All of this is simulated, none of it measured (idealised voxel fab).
Proc. module: voxel fin reveal
Section shown: cut. Width: 255 nm. Cell size: 5 nm, square.
A cross-section is a grid of square cells, given in bands from the top down. A band is one or more rows of cells.
Heights first: top, then bottom, in nm. Then materials, left to right, each with a width in nm. "full width" on a single material: fills the band edge to edge. "blank": empty space.
Basically, 0 is our baseline, since under it the wafer straight out of the box is all one material. The bottom band has no lower end and keeps on going down, so it looks like "z 0 and below".
When a width is written as two numbers, as in "30..40", the first number is the width in the top row of cells of the band and the second is the width in its bottom row, and the width changes by the same amount from each row to the next.
"no change occurred" for a step: no cell of the cross-section changed in that step.
Look at "Closed void list" for the closed voids: empty spaces with no open path to the top, sized 8 cells or up. Each is width x height at distance, distance from the left edge, all nm.
Text after the settings on a step's line: the simulator's own remark on that step.
overlay nm, on a step with a mask: how far to the right of its planned place the mask lay; to the left if negative

Steps in the process plan
| 1 | RECEIVE (material Si) |
| 2 | CONFORMAL_DEP (material SiN; thk nm 5) |
| 3 | DIRECTIONAL_DEP (material aC; thk nm 10) |
| 4 | PATTERN (tone cover; mask id FINS; material resist; width nm 15; pitch nm 35; thk nm 25; overlay nm 0) |
| 5 | DIRECTIONAL_ETCH (etch materials aC; depth nm 10) |
| 6 | STRIP (etch materials resist) |
| 7 | DIRECTIONAL_ETCH (etch materials SiN; depth nm 5) |
| 8 | DIRECTIONAL_ETCH (etch materials Si; depth nm 30) |
| 9 | STRIP (etch materials aC) |
| 10 | FILL_DEP (material SiO2; thk nm 15) |
| 11 | CMP (height nm 5) |
| 12 | SELECTIVE_ETCH (etch materials SiO2; depth nm 15) |
| 13 | STRIP (etch materials SiN) |
| 14 | CONFORMAL_DEP (material HfO2; thk nm 5) |

First wafer of two (run as planned)

Cross-section, incoming material, after step 1
- z 0 and below | Si full width
- Closed void list: none

Once step 2 is through, the wafer looks like this in cross-section
- z 5 to 0 | SiN full width
- Note: structure below 0 unchanged.

Once step 3 is through, the wafer looks like this in cross-section
- z 15 to 5 | aC full width
- Note: structure below 5 unchanged.

Once step 4 is through, the wafer looks like this in cross-section
- z 40 to 15 | 85 blank | 15 resist | 20 blank | 15 resist | 20 blank | 15 resist | 85 blank
- Note: structure below 15 unchanged.

Once step 5 is through, the wafer looks like this in cross-section
- z 30 to 15 | 85 blank | 15 resist | 20 blank | 15 resist | 20 blank | 15 resist | 85 blank
- z 15 to 5 | 85 blank | 15 aC | 20 blank | 15 aC | 20 blank | 15 aC | 85 blank
- Note: structure below 5 unchanged.

Once step 6 is through, the wafer looks like this in cross-section
- z 15 to 5 | 85 blank | 15 aC | 20 blank | 15 aC | 20 blank | 15 aC | 85 blank
- Note: structure below 5 unchanged.

Once step 7 is through, the wafer looks like this in cross-section
- z 15 to 5 | 85 blank | 15 aC | 20 blank | 15 aC | 20 blank | 15 aC | 85 blank
- z 5 to 0 | 85 blank | 15 SiN | 20 blank | 15 SiN | 20 blank | 15 SiN | 85 blank
- Note: structure below 0 unchanged.

Once step 8 is through, the wafer looks like this in cross-section
- z 15 to 5 | 85 blank | 15 aC | 20 blank | 15 aC | 20 blank | 15 aC | 85 blank
- z 5 to 0 | 85 blank | 15 SiN | 20 blank | 15 SiN | 20 blank | 15 SiN | 85 blank
- z 0 to -30 | 85 blank | 15 Si | 20 blank | 15 Si | 20 blank | 15 Si | 85 blank
- Note: structure below -30 unchanged.

Once step 9 is through, the wafer looks like this in cross-section
- z 5 to 0 | 85 blank | 15 SiN | 20 blank | 15 SiN | 20 blank | 15 SiN | 85 blank
- Note: structure below 0 unchanged.

Once step 10 is through, the wafer looks like this in cross-section
- z 20 to 5 | SiO2 full width
- z 5 to 0 | 85 SiO2 | 15 SiN | 20 SiO2 | 15 SiN | 20 SiO2 | 15 SiN | 85 SiO2
- z 0 to -30 | 85 SiO2 | 15 Si | 20 SiO2 | 15 Si | 20 SiO2 | 15 Si | 85 SiO2
- Note: structure below -30 unchanged.

Once step 11 is through, the wafer looks like this in cross-section
- z 5 to 0 | 85 SiO2 | 15 SiN | 20 SiO2 | 15 SiN | 20 SiO2 | 15 SiN | 85 SiO2
- Note: structure below 0 unchanged.

Once step 12 is through, the wafer looks like this in cross-section
- z 5 to 0 | 85 blank | 15 SiN | 20 blank | 15 SiN | 20 blank | 15 SiN | 85 blank
- z 0 to -10 | 85 blank | 15 Si | 20 blank | 15 Si | 20 blank | 15 Si | 85 blank
- Note: structure below -10 unchanged.

Once step 13 is through, the wafer looks like this in cross-section
- z 0 to -10 | 85 blank | 15 Si | 20 blank | 15 Si | 20 blank | 15 Si | 85 blank
- Note: structure below -10 unchanged.

Once step 14 is through, the wafer looks like this in cross-section
- z 5 to 0 | 80 blank | 25 HfO2 | 10 blank | 25 HfO2 | 10 blank | 25 HfO2 | 80 blank
- z 0 to -5 | 80 blank | 5 HfO2 | 15 Si | 5 HfO2 | 10 blank | 5 HfO2 | 15 Si | 5 HfO2 | 10 blank | 5 HfO2 | 15 Si | 5 HfO2 | 80 blank
- z -5 to -10 | 85 HfO2 | 15 Si | 20 HfO2 | 15 Si | 20 HfO2 | 15 Si | 85 HfO2
- Note: structure below -10 unchanged.

Second Wafer (Identical Start and Plan, One Processing Error; Matches First Wafer Through Step 13)

Second wafer, cut view, end of step 14 per plan
- z 5 to 0 | 80 blank | 25 SiO2 | 10 blank | 25 SiO2 | 10 blank | 25 SiO2 | 80 blank
- z 0 to -5 | 80 blank | 5 SiO2 | 15 Si | 5 SiO2 | 10 blank | 5 SiO2 | 15 Si | 5 SiO2 | 10 blank | 5 SiO2 | 15 Si | 5 SiO2 | 80 blank
- z -5 to -30 | 85 SiO2 | 15 Si | 20 SiO2 | 15 Si | 20 SiO2 | 15 Si | 85 SiO2
- Note: structure below -30 unchanged.
Deviation noted in wafer processing: step 14 ran differently from the plan; actual operation with settings: CONFORMAL_DEP (material SiO2; thk nm 5)
It is noted that, at the conclusion of processing, the second wafer exhibits a higher or lower cell count for certain materials relative to the first: -63 HfO2, +63 SiO2
